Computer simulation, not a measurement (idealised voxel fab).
process module | voxel transistor to metal
cross-section cut | 215 nm wide | cells 5 nm
A cross-section is a grid of square cells, given in bands from the top down. A band is one or more rows of cells.
Each band's line starts with the height of the band's top and of its bottom, in nm. Then come its materials from left to right, each with its width in nm. One material with "throughout" fills the band from edge to edge. "air" is empty space.
Height 0 is the level under which the wafer as received is all one material. The lowest band goes on downwards, as in "0 down".
A width such as "30 to 40" changes by the same amount from each row of cells to the next, from the band's top row to its bottom row.
"no change" after a step means that no cell of the cross-section changed.
closed voids: empty space of 8 cells or more with no open way to the top, each as width x height at its distance from the left edge, in nm
after a step's settings: what the simulator itself notes on the step
overlay nm, on a step with a mask: how far to the right of its planned place the mask lay; to the left if negative
plan
1 op RECEIVE | material Si
2 op OXIDIZE | depth nm 5
3 op CONFORMAL_DEP | material SiN | thk nm 15
4 op DIRECTIONAL_DEP | material aC | thk nm 15
5 op PATTERN | tone cover | mask id ACTIVE | material resist | width nm 105 | thk nm 35 | overlay nm 0
6 op DIRECTIONAL_ETCH | etch materials aC | depth nm 15
7 op STRIP | etch materials resist
8 op DIRECTIONAL_ETCH | etch materials SiN | depth nm 15
9 op DIRECTIONAL_ETCH | etch materials SiO2 | depth nm 5
10 op DIRECTIONAL_ETCH | etch materials Si | depth nm 30
11 op STRIP | etch materials aC
12 op FILL_DEP | material SiO2 | thk nm 10
13 op CMP | height nm 15
14 op SELECTIVE_ETCH | etch materials SiO2 | depth nm 10
15 op STRIP | etch materials SiN
16 op SELECTIVE_ETCH | etch materials SiO2 | depth nm 5
17 op OXIDIZE | depth nm 5
18 op DIRECTIONAL_DEP | material polySi | thk nm 30
19 op DIRECTIONAL_DEP | material SiCN | thk nm 15
20 op DIRECTIONAL_DEP | material aC | thk nm 10
21 op PATTERN | tone cover | mask id GATE | material resist | width nm 25 | thk nm 25 | overlay nm 0
22 op DIRECTIONAL_ETCH | etch materials aC | depth nm 10
23 op STRIP | etch materials resist
24 op DIRECTIONAL_ETCH | etch materials SiCN | depth nm 25
25 op DIRECTIONAL_ETCH | etch materials polySi | depth nm 40
26 op STRIP | etch materials aC
27 op CONFORMAL_DEP | material SiN | thk nm 10
28 op DIRECTIONAL_ETCH | etch materials SiN | depth nm 10
29 op DIRECTIONAL_ETCH | etch materials SiO2 | depth nm 5
30 op DIRECTIONAL_ETCH | etch materials Si | depth nm 10
31 op EPI | material nSi | thk nm 10
32 op FILL_DEP | material SiO2 | thk nm 10
33 op CMP | height nm 40
34 op DIRECTIONAL_DEP | material SiO2 | thk nm 15
35 op PATTERN | tone open | mask id CONTACT | material resist | width nm 20 | pitch nm 75 | thk nm 15 | overlay nm 0
36 op DIRECTIONAL_ETCH | etch materials SiO2 | depth nm 65
37 op STRIP | etch materials resist
38 op CONFORMAL_DEP | material TiN | thk nm 5
39 op FILL_DEP | material Ru | thk nm 5
40 op CMP | height nm 55
41 op DIRECTIONAL_DEP | material TiN | thk nm 5
42 op DIRECTIONAL_DEP | material W | thk nm 25
43 op DIRECTIONAL_DEP | material aC | thk nm 15
44 op PATTERN | tone cover | mask id METAL_1 | material resist | width nm 20 | pitch nm 75 | thk nm 30 | overlay nm 0
45 op DIRECTIONAL_ETCH | etch materials aC | depth nm 15
46 op STRIP | etch materials resist
47 op DIRECTIONAL_ETCH | etch materials W | depth nm 25
48 op DIRECTIONAL_ETCH | etch materials TiN | depth nm 5
49 op STRIP | etch materials aC
50 op CONFORMAL_DEP | material SiCN | thk nm 5
51 op FILL_DEP | material SiO2 | thk nm 5
52 op CMP | height nm 85
53 op CONFORMAL_DEP | material SiN | thk nm 5
first wafer, as planned
as received, after step 1
  0 down: Si throughout
  closed voids: none
after step 2
  0 to -5: SiO2 throughout
  below -5: unchanged
after step 3
  15 to 0: SiN throughout
  below 0: unchanged
after step 4
  30 to 15: aC throughout
  below 15: unchanged
after step 5
  65 to 30: air 55 | resist 105 | air 55
  below 30: unchanged
after step 6
  50 to 30: air 55 | resist 105 | air 55
  30 to 15: air 55 | aC 105 | air 55
  below 15: unchanged
after step 7
  30 to 15: air 55 | aC 105 | air 55
  below 15: unchanged
after step 8
  30 to 15: air 55 | aC 105 | air 55
  15 to 0: air 55 | SiN 105 | air 55
  below 0: unchanged
after step 9
  30 to 15: air 55 | aC 105 | air 55
  15 to 0: air 55 | SiN 105 | air 55
  0 to -5: air 55 | SiO2 105 | air 55
  below -5: unchanged
after step 10
  30 to 15: air 55 | aC 105 | air 55
  15 to 0: air 55 | SiN 105 | air 55
  0 to -5: air 55 | SiO2 105 | air 55
  -5 to -35: air 55 | Si 105 | air 55
  below -35: unchanged
after step 11
  15 to 0: air 55 | SiN 105 | air 55
  below 0: unchanged
after step 12
  25 to 15: SiO2 throughout
  15 to 0: SiO2 55 | SiN 105 | SiO2 55
  0 to -5: SiO2 throughout
  -5 to -35: SiO2 55 | Si 105 | SiO2 55
  below -35: unchanged
after step 13
  15 to 0: SiO2 55 | SiN 105 | SiO2 55
  below 0: unchanged
after step 14
  15 to 5: air 55 | SiN 105 | air 55
  below 5: unchanged
after step 15
  5 to 0: SiO2 55 | air 105 | SiO2 55
  below 0: unchanged
after step 16
  0 to -5: SiO2 50 | air 115 | SiO2 50
  below -5: unchanged
after step 17
  0 to -5: SiO2 50 | air 115 | SiO2 50
  -5 to -10: SiO2 throughout
  below -10: unchanged
after step 18
  30 to 25: polySi 50 | air 115 | polySi 50
  25 to 0: polySi throughout
  0 to -5: SiO2 50 | polySi 115 | SiO2 50
  below -5: unchanged
after step 19
  45 to 40: SiCN 50 | air 115 | SiCN 50
  40 to 30: SiCN throughout
  30 to 25: polySi 50 | SiCN 115 | polySi 50
  below 25: unchanged
after step 20
  55 to 50: aC 50 | air 115 | aC 50
  50 to 45: aC throughout
  45 to 40: SiCN 50 | aC 115 | SiCN 50
  below 40: unchanged
after step 21
  80 to 55: air 95 | resist 25 | air 95
  55 to 50: aC 50 | air 45 | resist 25 | air 45 | aC 50
  below 50: unchanged
after step 22
  70 to 50: air 95 | resist 25 | air 95
  50 to 45: air 95 | aC 25 | air 95
  45 to 40: SiCN 50 | air 45 | aC 25 | air 45 | SiCN 50
  below 40: unchanged
after step 23
  50 to 45: air 95 | aC 25 | air 95
  below 45: unchanged
after step 24
  50 to 40: air 95 | aC 25 | air 95
  40 to 30: air 95 | SiCN 25 | air 95
  30 to 25: polySi 50 | air 45 | SiCN 25 | air 45 | polySi 50
  below 25: unchanged
after step 25
  50 to 40: air 95 | aC 25 | air 95
  40 to 25: air 95 | SiCN 25 | air 95
  25 to 0: air 95 | polySi 25 | air 95
  0 to -5: SiO2 50 | air 45 | polySi 25 | air 45 | SiO2 50
  below -5: unchanged
after step 26
  40 to 25: air 95 | SiCN 25 | air 95
  below 25: unchanged
after step 27
  50 to 40: air 85 | SiN 45 | air 85
  40 to 25: air 85 | SiN 10 | SiCN 25 | SiN 10 | air 85
  25 to 10: air 85 | SiN 10 | polySi 25 | SiN 10 | air 85
  10 to 5: SiN 60 | air 25 | SiN 10 | polySi 25 | SiN 10 | air 25 | SiN 60
  5 to 0: SiN 95 | polySi 25 | SiN 95
  0 to -5: SiO2 50 | SiN 45 | polySi 25 | SiN 45 | SiO2 50
  below -5: unchanged
after step 28
  40 to 25: air 85 | SiN 10 | SiCN 25 | SiN 10 | air 85
  25 to 0: air 85 | SiN 10 | polySi 25 | SiN 10 | air 85
  0 to -5: SiO2 50 | SiN 10 | air 25 | SiN 10 | polySi 25 | SiN 10 | air 25 | SiN 10 | SiO2 50
  below -5: unchanged
after step 29
  40 to 25: air 85 | SiN 10 | SiCN 25 | SiN 10 | air 85
  25 to 0: air 85 | SiN 10 | polySi 25 | SiN 10 | air 85
  0 to -5: air 50 | SiN 10 | air 25 | SiN 10 | polySi 25 | SiN 10 | air 25 | SiN 10 | air 50
  -5 to -10: SiO2 60 | air 25 | SiO2 45 | air 25 | SiO2 60
  below -10: unchanged
after step 30
  40 to 25: air 85 | SiN 10 | SiCN 25 | SiN 10 | air 85
  25 to 0: air 85 | SiN 10 | polySi 25 | SiN 10 | air 85
  0 to -5: air 50 | SiN 10 | air 25 | SiN 10 | polySi 25 | SiN 10 | air 25 | SiN 10 | air 50
  -5 to -10: SiO2 60 | air 25 | SiO2 45 | air 25 | SiO2 60
  -10 to -20: SiO2 55 | Si 5 | air 25 | Si 45 | air 25 | Si 5 | SiO2 55
  below -20: unchanged
after step 31
  40 to 25: air 85 | SiN 10 | SiCN 25 | SiN 10 | air 85
  25 to 0: air 85 | SiN 10 | polySi 25 | SiN 10 | air 85
  0 to -5: air 50 | SiN 10 | nSi 10 | air 5 | nSi 10 | SiN 10 | polySi 25 | SiN 10 | nSi 10 | air 5 | nSi 10 | SiN 10 | air 50
  -5 to -10: SiO2 60 | nSi 10 | air 5 | nSi 10 | SiO2 45 | nSi 10 | air 5 | nSi 10 | SiO2 60
  -10 to -20: SiO2 55 | Si 5 | nSi 25 | Si 45 | nSi 25 | Si 5 | SiO2 55
  below -20: unchanged
after step 32
  50 to 40: SiO2 throughout
  40 to 25: SiO2 85 | SiN 10 | SiCN 25 | SiN 10 | SiO2 85
  25 to 0: SiO2 85 | SiN 10 | polySi 25 | SiN 10 | SiO2 85
  0 to -5: SiO2 50 | SiN 10 | nSi 10 | SiO2 5 | nSi 10 | SiN 10 | polySi 25 | SiN 10 | nSi 10 | SiO2 5 | nSi 10 | SiN 10 | SiO2 50
  -5 to -10: SiO2 60 | nSi 10 | SiO2 5 | nSi 10 | SiO2 45 | nSi 10 | SiO2 5 | nSi 10 | SiO2 60
  below -10: unchanged
after step 33
  40 to 25: SiO2 85 | SiN 10 | SiCN 25 | SiN 10 | SiO2 85
  below 25: unchanged
after step 34
  55 to 40: SiO2 throughout
  below 40: unchanged
after step 35
  70 to 55: resist 60 | air 20 | resist 55 | air 20 | resist 60
  below 55: unchanged
after step 36
  70 to 55: resist 60 | air 20 | resist 55 | air 20 | resist 60
  55 to 40: SiO2 60 | air 20 | SiO2 55 | air 20 | SiO2 60
  40 to 25: SiO2 60 | air 20 | SiO2 5 | SiN 10 | SiCN 25 | SiN 10 | SiO2 5 | air 20 | SiO2 60
  25 to 0: SiO2 60 | air 20 | SiO2 5 | SiN 10 | polySi 25 | SiN 10 | SiO2 5 | air 20 | SiO2 60
  0 to -5: SiO2 50 | SiN 10 | nSi 10 | air 5 | nSi 10 | SiN 10 | polySi 25 | SiN 10 | nSi 10 | air 5 | nSi 10 | SiN 10 | SiO2 50
  -5 to -10: SiO2 60 | nSi 10 | air 5 | nSi 10 | SiO2 45 | nSi 10 | air 5 | nSi 10 | SiO2 60
  below -10: unchanged
after step 37
  55 to 40: SiO2 60 | air 20 | SiO2 55 | air 20 | SiO2 60
  below 40: unchanged
after step 38
  60 to 55: TiN 65 | air 10 | TiN 65 | air 10 | TiN 65
  55 to 40: SiO2 60 | TiN 5 | air 10 | TiN 5 | SiO2 55 | TiN 5 | air 10 | TiN 5 | SiO2 60
  40 to 25: SiO2 60 | TiN 5 | air 10 | TiN 5 | SiO2 5 | SiN 10 | SiCN 25 | SiN 10 | SiO2 5 | TiN 5 | air 10 | TiN 5 | SiO2 60
  25 to 5: SiO2 60 | TiN 5 | air 10 | TiN 5 | SiO2 5 | SiN 10 | polySi 25 | SiN 10 | SiO2 5 | TiN 5 | air 10 | TiN 5 | SiO2 60
  5 to 0: SiO2 60 | TiN 20 | SiO2 5 | SiN 10 | polySi 25 | SiN 10 | SiO2 5 | TiN 20 | SiO2 60
  0 to -5: SiO2 50 | SiN 10 | nSi 10 | TiN 5 | nSi 10 | SiN 10 | polySi 25 | SiN 10 | nSi 10 | TiN 5 | nSi 10 | SiN 10 | SiO2 50
  -5 to -10: SiO2 60 | nSi 10 | TiN 5 | nSi 10 | SiO2 45 | nSi 10 | TiN 5 | nSi 10 | SiO2 60
  below -10: unchanged
after step 39
  65 to 60: Ru throughout
  60 to 55: TiN 65 | Ru 10 | TiN 65 | Ru 10 | TiN 65
  55 to 40: SiO2 60 | TiN 5 | Ru 10 | TiN 5 | SiO2 55 | TiN 5 | Ru 10 | TiN 5 | SiO2 60
  40 to 25: SiO2 60 | TiN 5 | Ru 10 | TiN 5 | SiO2 5 | SiN 10 | SiCN 25 | SiN 10 | SiO2 5 | TiN 5 | Ru 10 | TiN 5 | SiO2 60
  25 to 5: SiO2 60 | TiN 5 | Ru 10 | TiN 5 | SiO2 5 | SiN 10 | polySi 25 | SiN 10 | SiO2 5 | TiN 5 | Ru 10 | TiN 5 | SiO2 60
  below 5: unchanged
after step 40
  55 to 40: SiO2 60 | TiN 5 | Ru 10 | TiN 5 | SiO2 55 | TiN 5 | Ru 10 | TiN 5 | SiO2 60
  below 40: unchanged
after step 41
  60 to 55: TiN throughout
  below 55: unchanged
after step 42
  85 to 60: W throughout
  below 60: unchanged
after step 43
  100 to 85: aC throughout
  below 85: unchanged
after step 44
  130 to 100: air 60 | resist 20 | air 55 | resist 20 | air 60
  below 100: unchanged
after step 45
  115 to 100: air 60 | resist 20 | air 55 | resist 20 | air 60
  100 to 85: air 60 | aC 20 | air 55 | aC 20 | air 60
  below 85: unchanged
after step 46
  100 to 85: air 60 | aC 20 | air 55 | aC 20 | air 60
  below 85: unchanged
after step 47
  100 to 85: air 60 | aC 20 | air 55 | aC 20 | air 60
  85 to 60: air 60 | W 20 | air 55 | W 20 | air 60
  below 60: unchanged
after step 48
  100 to 85: air 60 | aC 20 | air 55 | aC 20 | air 60
  85 to 60: air 60 | W 20 | air 55 | W 20 | air 60
  60 to 55: air 60 | TiN 20 | air 55 | TiN 20 | air 60
  below 55: unchanged
after step 49
  85 to 60: air 60 | W 20 | air 55 | W 20 | air 60
  below 60: unchanged
after step 50
  90 to 85: air 55 | SiCN 30 | air 45 | SiCN 30 | air 55
  85 to 60: air 55 | SiCN 5 | W 20 | SiCN 5 | air 45 | SiCN 5 | W 20 | SiCN 5 | air 55
  60 to 55: SiCN 60 | TiN 20 | SiCN 55 | TiN 20 | SiCN 60
  below 55: unchanged
after step 51
  95 to 90: SiO2 throughout
  90 to 85: SiO2 55 | SiCN 30 | SiO2 45 | SiCN 30 | SiO2 55
  85 to 60: SiO2 55 | SiCN 5 | W 20 | SiCN 5 | SiO2 45 | SiCN 5 | W 20 | SiCN 5 | SiO2 55
  below 60: unchanged
after step 52
  85 to 60: SiO2 55 | SiCN 5 | W 20 | SiCN 5 | SiO2 45 | SiCN 5 | W 20 | SiCN 5 | SiO2 55
  below 60: unchanged
after step 53
  90 to 85: SiN throughout
  below 85: unchanged
second wafer: like start, like plan, one mistake. Through step 4 it matches the first wafer
when step 5 should have ended
  65 to 30: air 60 | resist 95 | air 60
  below 30: unchanged
when step 6 should have ended
  50 to 30: air 60 | resist 95 | air 60
  30 to 15: air 60 | aC 95 | air 60
  below 15: unchanged
when step 7 should have ended
  30 to 15: air 60 | aC 95 | air 60
  below 15: unchanged
when step 8 should have ended
  30 to 15: air 60 | aC 95 | air 60
  15 to 0: air 60 | SiN 95 | air 60
  below 0: unchanged
when step 9 should have ended
  30 to 15: air 60 | aC 95 | air 60
  15 to 0: air 60 | SiN 95 | air 60
  0 to -5: air 60 | SiO2 95 | air 60
  below -5: unchanged
when step 10 should have ended
  30 to 15: air 60 | aC 95 | air 60
  15 to 0: air 60 | SiN 95 | air 60
  0 to -5: air 60 | SiO2 95 | air 60
  -5 to -35: air 60 | Si 95 | air 60
  below -35: unchanged
when step 11 should have ended
  15 to 0: air 60 | SiN 95 | air 60
  below 0: unchanged
when step 12 should have ended
  25 to 15: SiO2 throughout
  15 to 0: SiO2 60 | SiN 95 | SiO2 60
  0 to -5: SiO2 throughout
  -5 to -35: SiO2 60 | Si 95 | SiO2 60
  below -35: unchanged
when step 13 should have ended
  15 to 0: SiO2 60 | SiN 95 | SiO2 60
  below 0: unchanged
when step 14 should have ended
  15 to 5: air 60 | SiN 95 | air 60
  below 5: unchanged
when step 15 should have ended
  5 to 0: SiO2 60 | air 95 | SiO2 60
  below 0: unchanged
when step 16 should have ended
  0 to -5: SiO2 55 | air 105 | SiO2 55
  below -5: unchanged
when step 17 should have ended
  0 to -5: SiO2 55 | air 105 | SiO2 55
  -5 to -10: SiO2 throughout
  below -10: unchanged
when step 18 should have ended
  30 to 25: polySi 55 | air 105 | polySi 55
  25 to 0: polySi throughout
  0 to -5: SiO2 55 | polySi 105 | SiO2 55
  below -5: unchanged
when step 19 should have ended
  45 to 40: SiCN 55 | air 105 | SiCN 55
  40 to 30: SiCN throughout
  30 to 25: polySi 55 | SiCN 105 | polySi 55
  below 25: unchanged
when step 20 should have ended
  55 to 50: aC 55 | air 105 | aC 55
  50 to 45: aC throughout
  45 to 40: SiCN 55 | aC 105 | SiCN 55
  below 40: unchanged
when step 21 should have ended
  80 to 55: air 95 | resist 25 | air 95
  55 to 50: aC 55 | air 40 | resist 25 | air 40 | aC 55
  below 50: unchanged
when step 22 should have ended
  70 to 50: air 95 | resist 25 | air 95
  50 to 45: air 95 | aC 25 | air 95
  45 to 40: SiCN 55 | air 40 | aC 25 | air 40 | SiCN 55
  below 40: unchanged
when step 23 should have ended
  50 to 45: air 95 | aC 25 | air 95
  below 45: unchanged
when step 24 should have ended
  50 to 40: air 95 | aC 25 | air 95
  40 to 30: air 95 | SiCN 25 | air 95
  30 to 25: polySi 55 | air 40 | SiCN 25 | air 40 | polySi 55
  below 25: unchanged
when step 25 should have ended
  50 to 40: air 95 | aC 25 | air 95
  40 to 25: air 95 | SiCN 25 | air 95
  25 to 0: air 95 | polySi 25 | air 95
  0 to -5: SiO2 55 | air 40 | polySi 25 | air 40 | SiO2 55
  below -5: unchanged
when step 26 should have ended
  40 to 25: air 95 | SiCN 25 | air 95
  below 25: unchanged
when step 27 should have ended
  50 to 40: air 85 | SiN 45 | air 85
  40 to 25: air 85 | SiN 10 | SiCN 25 | SiN 10 | air 85
  25 to 10: air 85 | SiN 10 | polySi 25 | SiN 10 | air 85
  10 to 5: SiN 65 | air 20 | SiN 10 | polySi 25 | SiN 10 | air 20 | SiN 65
  5 to 0: SiN 95 | polySi 25 | SiN 95
  0 to -5: SiO2 55 | SiN 40 | polySi 25 | SiN 40 | SiO2 55
  below -5: unchanged
when step 28 should have ended
  40 to 25: air 85 | SiN 10 | SiCN 25 | SiN 10 | air 85
  25 to 0: air 85 | SiN 10 | polySi 25 | SiN 10 | air 85
  0 to -5: SiO2 55 | SiN 10 | air 20 | SiN 10 | polySi 25 | SiN 10 | air 20 | SiN 10 | SiO2 55
  below -5: unchanged
when step 29 should have ended
  40 to 25: air 85 | SiN 10 | SiCN 25 | SiN 10 | air 85
  25 to 0: air 85 | SiN 10 | polySi 25 | SiN 10 | air 85
  0 to -5: air 55 | SiN 10 | air 20 | SiN 10 | polySi 25 | SiN 10 | air 20 | SiN 10 | air 55
  -5 to -10: SiO2 65 | air 20 | SiO2 45 | air 20 | SiO2 65
  below -10: unchanged
when step 30 should have ended
  40 to 25: air 85 | SiN 10 | SiCN 25 | SiN 10 | air 85
  25 to 0: air 85 | SiN 10 | polySi 25 | SiN 10 | air 85
  0 to -5: air 55 | SiN 10 | air 20 | SiN 10 | polySi 25 | SiN 10 | air 20 | SiN 10 | air 55
  -5 to -10: SiO2 65 | air 20 | SiO2 45 | air 20 | SiO2 65
  -10 to -20: SiO2 60 | Si 5 | air 20 | Si 45 | air 20 | Si 5 | SiO2 60
  below -20: unchanged
when step 31 should have ended
  40 to 25: air 85 | SiN 10 | SiCN 25 | SiN 10 | air 85
  25 to 0: air 85 | SiN 10 | polySi 25 | SiN 10 | air 85
  0 to -5: air 55 | SiN 10 | nSi 20 | SiN 10 | polySi 25 | SiN 10 | nSi 20 | SiN 10 | air 55
  -5 to -10: SiO2 65 | nSi 20 | SiO2 45 | nSi 20 | SiO2 65
  -10 to -20: SiO2 60 | Si 5 | nSi 20 | Si 45 | nSi 20 | Si 5 | SiO2 60
  below -20: unchanged
when step 32 should have ended
  50 to 40: SiO2 throughout
  40 to 25: SiO2 85 | SiN 10 | SiCN 25 | SiN 10 | SiO2 85
  25 to 0: SiO2 85 | SiN 10 | polySi 25 | SiN 10 | SiO2 85
  0 to -5: SiO2 55 | SiN 10 | nSi 20 | SiN 10 | polySi 25 | SiN 10 | nSi 20 | SiN 10 | SiO2 55
  below -5: unchanged
when step 33 should have ended
  40 to 25: SiO2 85 | SiN 10 | SiCN 25 | SiN 10 | SiO2 85
  below 25: unchanged
when step 34 should have ended
  55 to 40: SiO2 throughout
  below 40: unchanged
when step 35 should have ended
  70 to 55: resist 60 | air 20 | resist 55 | air 20 | resist 60
  below 55: unchanged
when step 36 should have ended
  70 to 55: resist 60 | air 20 | resist 55 | air 20 | resist 60
  55 to 40: SiO2 60 | air 20 | SiO2 55 | air 20 | SiO2 60
  40 to 25: SiO2 60 | air 20 | SiO2 5 | SiN 10 | SiCN 25 | SiN 10 | SiO2 5 | air 20 | SiO2 60
  25 to 0: SiO2 60 | air 20 | SiO2 5 | SiN 10 | polySi 25 | SiN 10 | SiO2 5 | air 20 | SiO2 60
  below 0: unchanged
when step 37 should have ended
  55 to 40: SiO2 60 | air 20 | SiO2 55 | air 20 | SiO2 60
  below 40: unchanged
when step 38 should have ended
  60 to 55: TiN 65 | air 10 | TiN 65 | air 10 | TiN 65
  55 to 40: SiO2 60 | TiN 5 | air 10 | TiN 5 | SiO2 55 | TiN 5 | air 10 | TiN 5 | SiO2 60
  40 to 25: SiO2 60 | TiN 5 | air 10 | TiN 5 | SiO2 5 | SiN 10 | SiCN 25 | SiN 10 | SiO2 5 | TiN 5 | air 10 | TiN 5 | SiO2 60
  25 to 5: SiO2 60 | TiN 5 | air 10 | TiN 5 | SiO2 5 | SiN 10 | polySi 25 | SiN 10 | SiO2 5 | TiN 5 | air 10 | TiN 5 | SiO2 60
  5 to 0: SiO2 60 | TiN 20 | SiO2 5 | SiN 10 | polySi 25 | SiN 10 | SiO2 5 | TiN 20 | SiO2 60
  below 0: unchanged
when step 39 should have ended
  65 to 60: Ru throughout
  60 to 55: TiN 65 | Ru 10 | TiN 65 | Ru 10 | TiN 65
  55 to 40: SiO2 60 | TiN 5 | Ru 10 | TiN 5 | SiO2 55 | TiN 5 | Ru 10 | TiN 5 | SiO2 60
  40 to 25: SiO2 60 | TiN 5 | Ru 10 | TiN 5 | SiO2 5 | SiN 10 | SiCN 25 | SiN 10 | SiO2 5 | TiN 5 | Ru 10 | TiN 5 | SiO2 60
  25 to 5: SiO2 60 | TiN 5 | Ru 10 | TiN 5 | SiO2 5 | SiN 10 | polySi 25 | SiN 10 | SiO2 5 | TiN 5 | Ru 10 | TiN 5 | SiO2 60
  below 5: unchanged
when step 40 should have ended
  55 to 40: SiO2 60 | TiN 5 | Ru 10 | TiN 5 | SiO2 55 | TiN 5 | Ru 10 | TiN 5 | SiO2 60
  below 40: unchanged
when step 41 should have ended
  60 to 55: TiN throughout
  below 55: unchanged
when step 42 should have ended
  85 to 60: W throughout
  below 60: unchanged
when step 43 should have ended
  100 to 85: aC throughout
  below 85: unchanged
when step 44 should have ended
  130 to 100: air 60 | resist 20 | air 55 | resist 20 | air 60
  below 100: unchanged
when step 45 should have ended
  115 to 100: air 60 | resist 20 | air 55 | resist 20 | air 60
  100 to 85: air 60 | aC 20 | air 55 | aC 20 | air 60
  below 85: unchanged
when step 46 should have ended
  100 to 85: air 60 | aC 20 | air 55 | aC 20 | air 60
  below 85: unchanged
when step 47 should have ended
  100 to 85: air 60 | aC 20 | air 55 | aC 20 | air 60
  85 to 60: air 60 | W 20 | air 55 | W 20 | air 60
  below 60: unchanged
when step 48 should have ended
  100 to 85: air 60 | aC 20 | air 55 | aC 20 | air 60
  85 to 60: air 60 | W 20 | air 55 | W 20 | air 60
  60 to 55: air 60 | TiN 20 | air 55 | TiN 20 | air 60
  below 55: unchanged
when step 49 should have ended
  85 to 60: air 60 | W 20 | air 55 | W 20 | air 60
  below 60: unchanged
when step 50 should have ended
  90 to 85: air 55 | SiCN 30 | air 45 | SiCN 30 | air 55
  85 to 60: air 55 | SiCN 5 | W 20 | SiCN 5 | air 45 | SiCN 5 | W 20 | SiCN 5 | air 55
  60 to 55: SiCN 60 | TiN 20 | SiCN 55 | TiN 20 | SiCN 60
  below 55: unchanged
when step 51 should have ended
  95 to 90: SiO2 throughout
  90 to 85: SiO2 55 | SiCN 30 | SiO2 45 | SiCN 30 | SiO2 55
  85 to 60: SiO2 55 | SiCN 5 | W 20 | SiCN 5 | SiO2 45 | SiCN 5 | W 20 | SiCN 5 | SiO2 55
  below 60: unchanged
when step 52 should have ended
  85 to 60: SiO2 55 | SiCN 5 | W 20 | SiCN 5 | SiO2 45 | SiCN 5 | W 20 | SiCN 5 | SiO2 55
  below 60: unchanged
when step 53 should have ended
  90 to 85: SiN throughout
  below 85: unchanged
what went wrong: step 5 ran as: op PATTERN | tone cover | mask id ACTIVE | material resist | width nm 95 | thk nm 35 | overlay nm 0
at the end the second wafer has, in cells: 6 fewer of Si | 14 more of SiO2 | 4 fewer of TiN | 4 fewer of nSi
